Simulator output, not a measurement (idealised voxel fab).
Process module, titled voxel ribs on slabs
Square cells of 5 nm make up the cross-section cut, whose width is 285 nm.
Format of a cross-section: grid, square cells. Given as bands. Order: top down. Band: one or more rows of cells.
Per band: top height and bottom height in nm, followed by the left-to-right materials and their widths in nm; "everywhere" marks a single material spanning edge to edge, "air" marks empty space.
Below 0: as-received wafer, all one material; heights counted from there. Lowest band: no bottom, goes on down, written "0 and below".
With a width like "30..40", each row of cells in the band differs from the next by the same amount, the top row carrying the first number and the bottom row the second.
"no modification" after a step means that no cell of the cross-section changed.
Closed-off voids of 8+ cells (no open route to the top) go in "Enclosed void list", written width x height at distance from the left edge, in nm.
Where a step's line continues beyond its settings, the continuation is a remark by the simulator itself on that step.
For masked steps, "overlay nm" on the step line gives how far right of plan the mask actually lay; a minus sign means it lay to the left.

[List of planned process steps]
| 1 | RECEIVE,material Si |
| 2 | DIRECTIONAL_DEP,material SiO2,thk nm 30 |
| 3 | DIRECTIONAL_DEP,material SiN,thk nm 25 |
| 4 | DIRECTIONAL_DEP,material aC,thk nm 10 |
| 5 | PATTERN,tone cover,mask id RIB,material resist,width nm 30,thk nm 25,overlay nm 0 |
| 6 | DIRECTIONAL_ETCH,etch materials aC,depth nm 10 |
| 7 | STRIP,etch materials resist |
| 8 | DIRECTIONAL_ETCH,etch materials SiN,depth nm 5 |
| 9 | STRIP,etch materials aC |
| 10 | MASKED_ETCH,tone cover,mask id SLAB,width nm 60,etch materials SiN,depth nm 20,overlay nm 0 |
| 11 | FILL_DEP,material SiO2,thk nm 25 |
| 12 | CMP,height nm 70 |
| 13 | DIRECTIONAL_DEP,material TiN,thk nm 10 |
| 14 | PATTERN,tone cover,mask id HEATER,material resist,width nm 40,thk nm 20,overlay nm 0 |
| 15 | DIRECTIONAL_ETCH,etch materials TiN,depth nm 10 |
| 16 | STRIP,etch materials resist |
| 17 | CONFORMAL_DEP,material SiN,thk nm 5 |

[Received-state cross-section, reflecting completion of step 1]
	0 and below: Si everywhere
	Enclosed void list: none

[The following cross-section depicts the wafer upon conclusion of the module. Processing commenced from the starting condition illustrated above and adhered to the plan illustrated above, save for one mistake in execution]
	85 down to 70: SiN everywhere
	70 down to 55: SiO2 everywhere
	55 down to 50: SiO2 125  SiN 30  SiO2 130
	50 down to 30: SiO2 110  SiN 60  SiO2 115
	30 down to 0: SiO2 everywhere
	0 and below: Si everywhere
	Enclosed void list: none
The mistake made against the process plan was this: heads up, step 13 didn't go per plan, it actually ran as DIRECTIONAL_DEP,material SiN,thk nm 10
